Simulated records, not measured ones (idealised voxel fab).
Process module, titled voxel local oxidation
The figure presents cross-section cut, which has a width of 300 nm and is divided into square cells with an edge length of 5 nm.
We lay out every cross-section as a grid of square cells and spell it out in bands from the top down, where one band means one or more rows of cells.
Read a band's entry like this: the first values are the height of its top and the height of its bottom in nm, and what follows is the sequence of materials from left to right, each with its width in nm. Note that "blank" is empty space, and that a single material marked "full width" reaches across the band from edge to edge.
For the purposes of this specification, 0 denotes the height below which the wafer in its as-received condition is composed wholly of one material, and the lowermost band, lacking a lower limit, extends downward without end, as expressed in "0 and below".
You'd read "30->40" like this: the band's top row of cells is as wide as the first number, its bottom row is as wide as the second, and going down, every row changes width by the same amount as the row before did.
A step reported as "no alteration" is a step in which no cell of the cross-section changed.
Closed-off voids of 8+ cells (no open route to the top) go in "Closed cavities", written width x height at distance from the left edge, in nm.
What comes after the settings on a step's line is commentary from the simulator itself on that step.
overlay nm: mask right of planned place by this much (step with mask). Neg. = left.

These are the steps we planned for the process
1. RECEIVE (material Si)
2. CONFORMAL_DEP (material SiO2; thk nm 5)
3. CONFORMAL_DEP (material SiN; thk nm 15)
4. PATTERN (tone cover; mask id ACTIVE; material resist; width nm 90; thk nm 15; overlay nm 0)
5. DIRECTIONAL_ETCH (etch materials SiN; depth nm 15)
6. STRIP (etch materials resist)
7. SELECTIVE_ETCH (etch materials SiO2; depth nm 5)
8. OXIDIZE (depth nm 10)
9. STRIP (etch materials SiN)
Where the wafers of this document differ is in the width nm of step 4; they start out the same, and the plan states the value that applied to the first wafer.

The first of several wafers, as received after step 1, seen in section
0 and below | Si full width
Closed cavities: none

Module finished, last step 9 done: cross-section of the first of several wafers
5 down to 0 | blank 110, then SiO2 80, then blank 110
0 down to -10 | SiO2 120, then Si 60, then SiO2 120
-10 and below | Si full width
Closed cavities: none

Cross-section, last wafer, module completion
5 down to 0 | blank 100, then SiO2 105, then blank 95
0 down to -10 | SiO2 110, then Si 85, then SiO2 105
-10 and below | Si full width
Closed cavities: none

The table below has one row for each wafer; a row shows, as of the end of the module, how many cells of each material the wafer has gained, marked (+), or lost, marked (-), since it was received, and then the wafer's closed voids
width nm 90 | -96 Si | +112 SiO2 | Closed cavities: none
width nm 95 | -94 Si | +111 SiO2 | Closed cavities: none
width nm 100 | -92 Si | +110 SiO2 | Closed cavities: none
width nm 105 | -90 Si | +109 SiO2 | Closed cavities: none
width nm 110 | -88 Si | +108 SiO2 | Closed cavities: none
width nm 115 | -86 Si | +107 SiO2 | Closed cavities: none
